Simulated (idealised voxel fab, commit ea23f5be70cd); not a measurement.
process module | voxel air gaps
cross-section cut | 270 nm wide | cells 5 nm
A cross-section is a grid of square cells, given in bands from the top down. A band is one or more rows of cells.
Each band's line starts with the height of the band's top and of its bottom, in nm. Then come its materials from left to right, each with its width in nm. One material with "throughout" fills the band from edge to edge. "air" is empty space.
Height 0 is the level under which the wafer as received is all one material. The lowest band goes on downwards, as in "0 down".
A width such as "30 to 40" changes by the same amount from each row of cells to the next, from the band's top row to its bottom row.
"no change" after a step means that no cell of the cross-section changed.
closed voids: empty space of 8 cells or more with no open way to the top, each as width x height at its distance from the left edge, in nm
after a step's settings: what the simulator itself notes on the step
overlay nm, on a step with a mask: how far to the right of its planned place the mask lay; to the left if negative
plan
1 op RECEIVE | material Si
2 op CONFORMAL_DEP | material SiO2 | thk nm 10
3 op CONFORMAL_DEP | material SiCN | thk nm 5
4 op DIRECTIONAL_DEP | material SiO2 | thk nm 40
5 op PATTERN | tone open | mask id LINES | material resist | width nm 25 | pitch nm 55 | thk nm 15 | overlay nm 0
6 op DIRECTIONAL_ETCH | etch materials SiO2 | depth nm 40
7 op STRIP | etch materials resist
8 op CONFORMAL_DEP | material TiN | thk nm 5
9 op FILL_DEP | material Ru | thk nm 5
10 op CMP | height nm 55
11 op EPI | material Ru | thk nm 10
12 op SELECTIVE_ETCH | etch materials SiO2 | depth nm 50
13 op CONFORMAL_DEP | material SiCN | thk nm 5
first wafer, as planned
as received, after step 1
  0 down: Si throughout
  closed voids: none
after step 2
  10 to 0: SiO2 throughout
  below 0: unchanged
after step 3
  15 to 10: SiCN throughout
  below 10: unchanged
after step 4
  55 to 15: SiO2 throughout
  below 15: unchanged
after step 5
  70 to 55: resist 65 | air 25 | resist 30 | air 25 | resist 30 | air 25 | resist 70
  below 55: unchanged
after step 6
  70 to 55: resist 65 | air 25 | resist 30 | air 25 | resist 30 | air 25 | resist 70
  55 to 15: SiO2 65 | air 25 | SiO2 30 | air 25 | SiO2 30 | air 25 | SiO2 70
  below 15: unchanged
after step 7
  55 to 15: SiO2 65 | air 25 | SiO2 30 | air 25 | SiO2 30 | air 25 | SiO2 70
  below 15: unchanged
after step 8
  60 to 55: TiN 70 | air 15 | TiN 40 | air 15 | TiN 40 | air 15 | TiN 75
  55 to 20: SiO2 65 | TiN 5 | air 15 | TiN 5 | SiO2 30 | TiN 5 | air 15 | TiN 5 | SiO2 30 | TiN 5 | air 15 | TiN 5 | SiO2 70
  20 to 15: SiO2 65 | TiN 25 | SiO2 30 | TiN 25 | SiO2 30 | TiN 25 | SiO2 70
  below 15: unchanged
after step 9
  65 to 60: Ru throughout
  60 to 55: TiN 70 | Ru 15 | TiN 40 | Ru 15 | TiN 40 | Ru 15 | TiN 75
  55 to 20: SiO2 65 | TiN 5 | Ru 15 | TiN 5 | SiO2 30 | TiN 5 | Ru 15 | TiN 5 | SiO2 30 | TiN 5 | Ru 15 | TiN 5 | SiO2 70
  below 20: unchanged
after step 10
  55 to 20: SiO2 65 | TiN 5 | Ru 15 | TiN 5 | SiO2 30 | TiN 5 | Ru 15 | TiN 5 | SiO2 30 | TiN 5 | Ru 15 | TiN 5 | SiO2 70
  below 20: unchanged
after step 11
  65 to 55: air 55 | Ru 45 | air 10 | Ru 45 | air 10 | Ru 45 | air 60
  below 55: unchanged
after step 12
  65 to 55: air 55 | Ru 45 | air 10 | Ru 45 | air 10 | Ru 45 | air 60
  55 to 20: air 65 | TiN 5 | Ru 15 | TiN 5 | air 30 | TiN 5 | Ru 15 | TiN 5 | air 30 | TiN 5 | Ru 15 | TiN 5 | air 70
  20 to 15: air 65 | TiN 25 | air 30 | TiN 25 | air 30 | TiN 25 | air 70
  below 15: unchanged
after step 13
  70 to 65: air 50 | SiCN 165 | air 55
  65 to 55: air 50 | SiCN 5 | Ru 45 | SiCN 10 | Ru 45 | SiCN 10 | Ru 45 | SiCN 5 | air 55
  55 to 50: air 50 | SiCN 15 | TiN 5 | Ru 15 | TiN 5 | SiCN 30 | TiN 5 | Ru 15 | TiN 5 | SiCN 30 | TiN 5 | Ru 15 | TiN 5 | SiCN 15 | air 55
  50 to 20: air 60 | SiCN 5 | TiN 5 | Ru 15 | TiN 5 | SiCN 5 | air 20 | SiCN 5 | TiN 5 | Ru 15 | TiN 5 | SiCN 5 | air 20 | SiCN 5 | TiN 5 | Ru 15 | TiN 5 | SiCN 5 | air 65
  20 to 15: SiCN 65 | TiN 25 | SiCN 30 | TiN 25 | SiCN 30 | TiN 25 | SiCN 70
  below 15: unchanged
  closed voids: 20 x 30 at 95; 20 x 30 at 150
second wafer: like start, like plan, one mistake. Through step 4 it matches the first wafer
when step 5 should have ended
  70 to 55: air 65 | resist 25 | air 30 | resist 25 | air 30 | resist 25 | air 70
  below 55: unchanged
when step 6 should have ended
  70 to 55: air 65 | resist 25 | air 30 | resist 25 | air 30 | resist 25 | air 70
  55 to 15: air 65 | SiO2 25 | air 30 | SiO2 25 | air 30 | SiO2 25 | air 70
  below 15: unchanged
when step 7 should have ended
  55 to 15: air 65 | SiO2 25 | air 30 | SiO2 25 | air 30 | SiO2 25 | air 70
  below 15: unchanged
when step 8 should have ended
  60 to 55: air 60 | TiN 35 | air 20 | TiN 35 | air 20 | TiN 35 | air 65
  55 to 20: air 60 | TiN 5 | SiO2 25 | TiN 5 | air 20 | TiN 5 | SiO2 25 | TiN 5 | air 20 | TiN 5 | SiO2 25 | TiN 5 | air 65
  20 to 15: TiN 65 | SiO2 25 | TiN 30 | SiO2 25 | TiN 30 | SiO2 25 | TiN 70
  below 15: unchanged
when step 9 should have ended
  65 to 60: Ru throughout
  60 to 55: Ru 60 | TiN 35 | Ru 20 | TiN 35 | Ru 20 | TiN 35 | Ru 65
  55 to 20: Ru 60 | TiN 5 | SiO2 25 | TiN 5 | Ru 20 | TiN 5 | SiO2 25 | TiN 5 | Ru 20 | TiN 5 | SiO2 25 | TiN 5 | Ru 65
  below 20: unchanged
when step 10 should have ended
  55 to 20: Ru 60 | TiN 5 | SiO2 25 | TiN 5 | Ru 20 | TiN 5 | SiO2 25 | TiN 5 | Ru 20 | TiN 5 | SiO2 25 | TiN 5 | Ru 65
  below 20: unchanged
when step 11 should have ended
  65 to 55: Ru 75 | air 5 | Ru 50 | air 5 | Ru 50 | air 5 | Ru 80
  below 55: unchanged
when step 12 should have ended
  65 to 55: Ru 75 | air 5 | Ru 50 | air 5 | Ru 50 | air 5 | Ru 80
  55 to 20: Ru 60 | TiN 5 | air 25 | TiN 5 | Ru 20 | TiN 5 | air 25 | TiN 5 | Ru 20 | TiN 5 | air 25 | TiN 5 | Ru 65
  20 to 15: TiN 65 | air 25 | TiN 30 | air 25 | TiN 30 | air 25 | TiN 70
  below 15: unchanged
when step 13 should have ended
  70 to 65: SiCN throughout
  65 to 55: Ru 75 | SiCN 5 | Ru 50 | SiCN 5 | Ru 50 | SiCN 5 | Ru 80
  55 to 50: Ru 60 | TiN 5 | SiCN 25 | TiN 5 | Ru 20 | TiN 5 | SiCN 25 | TiN 5 | Ru 20 | TiN 5 | SiCN 25 | TiN 5 | Ru 65
  50 to 20: Ru 60 | TiN 5 | SiCN 5 | air 15 | SiCN 5 | TiN 5 | Ru 20 | TiN 5 | SiCN 5 | air 15 | SiCN 5 | TiN 5 | Ru 20 | TiN 5 | SiCN 5 | air 15 | SiCN 5 | TiN 5 | Ru 65
  20 to 15: TiN 65 | SiCN 25 | TiN 30 | SiCN 25 | TiN 30 | SiCN 25 | TiN 70
  below 15: unchanged
  closed voids: 15 x 30 at 70; 15 x 30 at 125; 15 x 30 at 180
what went wrong: step 5 ran as: op PATTERN | tone cover | mask id LINES | material resist | width nm 25 | pitch nm 55 | thk nm 15 | overlay nm 0
at the end the second wafer has, in cells: 216 more of Ru | 12 fewer of SiCN | 24 more of TiN
closed voids at the end (first wafer, second wafer): 2, 3
